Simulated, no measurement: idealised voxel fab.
The following process module bears the name voxel self aligned vias.
Cross-section cut spans 240 nm and uses square cells 5 nm in size.
In this document a cross-section is written as a grid of square cells. It is given as a series of bands, listed from the top down, and a band is one or more rows of cells.
Band entry format. Leading values: height of top, height of bottom, nm. Remainder: materials in left-to-right order, each with its width in nm. Special words: "everywhere" on a single material, which then fills the band edge to edge; "air", empty space.
Height 0 is the level under which the wafer as received is all one material. The lowest band goes on downwards, as in "0 down".
A width such as "30 to 40" changes by the same amount from each row of cells to the next, from the band's top row to its bottom row.
You'll sometimes find "remained the same" written for a step, and that's the way of saying that nowhere in the cross-section did a cell change during that step.
Voids not open to the top, 8 cells minimum: see "Enclosed void inventory". Written width x height at distance; distance is from the left edge; nm.
On a step's line, text after the settings is the simulator commenting on that step.
Regarding "overlay nm": on a step with a mask, it is the distance the mask lay to the right of its planned place; a negative value places it to the left.
## Planned step list for the process
- 1: RECEIVE with material Si
- 2: CONFORMAL_DEP with material SiO2, thk nm 15
- 3: CONFORMAL_DEP with material SiCN, thk nm 5
- 4: DIRECTIONAL_DEP with material SiO2, thk nm 20
- 5: DIRECTIONAL_DEP with material aC, thk nm 10
- 6: PATTERN with tone open, mask id LINES, material resist, width nm 25, pitch nm 55, thk nm 30, overlay nm 0
- 7: DIRECTIONAL_ETCH with etch materials aC, depth nm 10
- 8: STRIP with etch materials resist
- 9: DIRECTIONAL_ETCH with etch materials SiO2, depth nm 20
- 10: STRIP with etch materials aC
- 11: CONFORMAL_DEP with material TiN, thk nm 5
- 12: FILL_DEP with material W, thk nm 5
- 13: CMP with height nm 40
- 14: SELECTIVE_ETCH with etch materials W Ru TiN, depth nm 5
- 15: FILL_DEP with material SiN, thk nm 5
- 16: CMP with height nm 40
- 17: DIRECTIONAL_DEP with material SiO2, thk nm 20
- 18: DIRECTIONAL_DEP with material aC, thk nm 10
- 19: PATTERN with tone open, mask id VIAS, material resist, width nm 35, pitch nm 55, thk nm 25, overlay nm 0
- 20: DIRECTIONAL_ETCH with etch materials aC, depth nm 10
- 21: STRIP with etch materials resist
- 22: DIRECTIONAL_ETCH with etch materials SiO2, depth nm 20
- 23: DIRECTIONAL_ETCH with etch materials SiN, depth nm 5
- 24: STRIP with etch materials aC
- 25: CONFORMAL_DEP with material TiN, thk nm 5
- 26: FILL_DEP with material Ru, thk nm 5
- 27: CMP with height nm 60
- 28: CONFORMAL_DEP with material SiN, thk nm 5
## Incoming wafer, cross-sectional view, post step 1
> 0 down: Si everywhere
> Enclosed void inventory: none
## First of two wafers: cross-section at end of module, run per plan
> 65 to 60: SiN everywhere
> 60 to 45: 75 nm SiO2 | 5 nm TiN | 25 nm Ru | 5 nm TiN | 20 nm SiO2 | 5 nm TiN | 25 nm Ru | 5 nm TiN | 75 nm SiO2
> 45 to 40: 75 nm SiO2 | 10 nm TiN | 15 nm Ru | 10 nm TiN | 20 nm SiO2 | 10 nm TiN | 15 nm Ru | 10 nm TiN | 75 nm SiO2
> 40 to 35: 80 nm SiO2 | 25 nm TiN | 30 nm SiO2 | 25 nm TiN | 80 nm SiO2
> 35 to 25: 80 nm SiO2 | 5 nm TiN | 15 nm W | 5 nm TiN | 30 nm SiO2 | 5 nm TiN | 15 nm W | 5 nm TiN | 80 nm SiO2
> 25 to 20: 80 nm SiO2 | 25 nm TiN | 30 nm SiO2 | 25 nm TiN | 80 nm SiO2
> 20 to 15: SiCN everywhere
> 15 to 0: SiO2 everywhere
> 0 down: Si everywhere
> Enclosed void inventory: none
## End-of-module cross-section of the second wafer: identical starting point and process plan to the first, with one processing mistake
> 65 to 60: SiN everywhere
> 60 to 45: 75 nm SiO2 | 5 nm TiN | 25 nm Ru | 5 nm TiN | 20 nm SiO2 | 5 nm TiN | 25 nm Ru | 5 nm TiN | 75 nm SiO2
> 45 to 40: 75 nm SiO2 | 5 nm TiN | 10 nm Ru | 20 nm TiN | 20 nm SiO2 | 5 nm TiN | 10 nm Ru | 20 nm TiN | 75 nm SiO2
> 40 to 35: 70 nm SiO2 | 5 nm SiN | 20 nm TiN | 30 nm SiO2 | 5 nm SiN | 20 nm TiN | 90 nm SiO2
> 35 to 25: 70 nm SiO2 | 5 nm TiN | 15 nm W | 5 nm TiN | 30 nm SiO2 | 5 nm TiN | 15 nm W | 5 nm TiN | 90 nm SiO2
> 25 to 20: 70 nm SiO2 | 25 nm TiN | 30 nm SiO2 | 25 nm TiN | 90 nm SiO2
> 20 to 15: SiCN everywhere
> 15 to 0: SiO2 everywhere
> 0 down: Si everywhere
> Enclosed void inventory: none
Diagnosis: contrary to plan, step 6 was performed as PATTERN with tone open, mask id LINES, material resist, width nm 25, pitch nm 55, thk nm 30, overlay nm -10
In the final state, the cell counts of the second wafer exceed or fall short of those of the first for the following materials: 2 fewer of Ru; 2 more of SiN
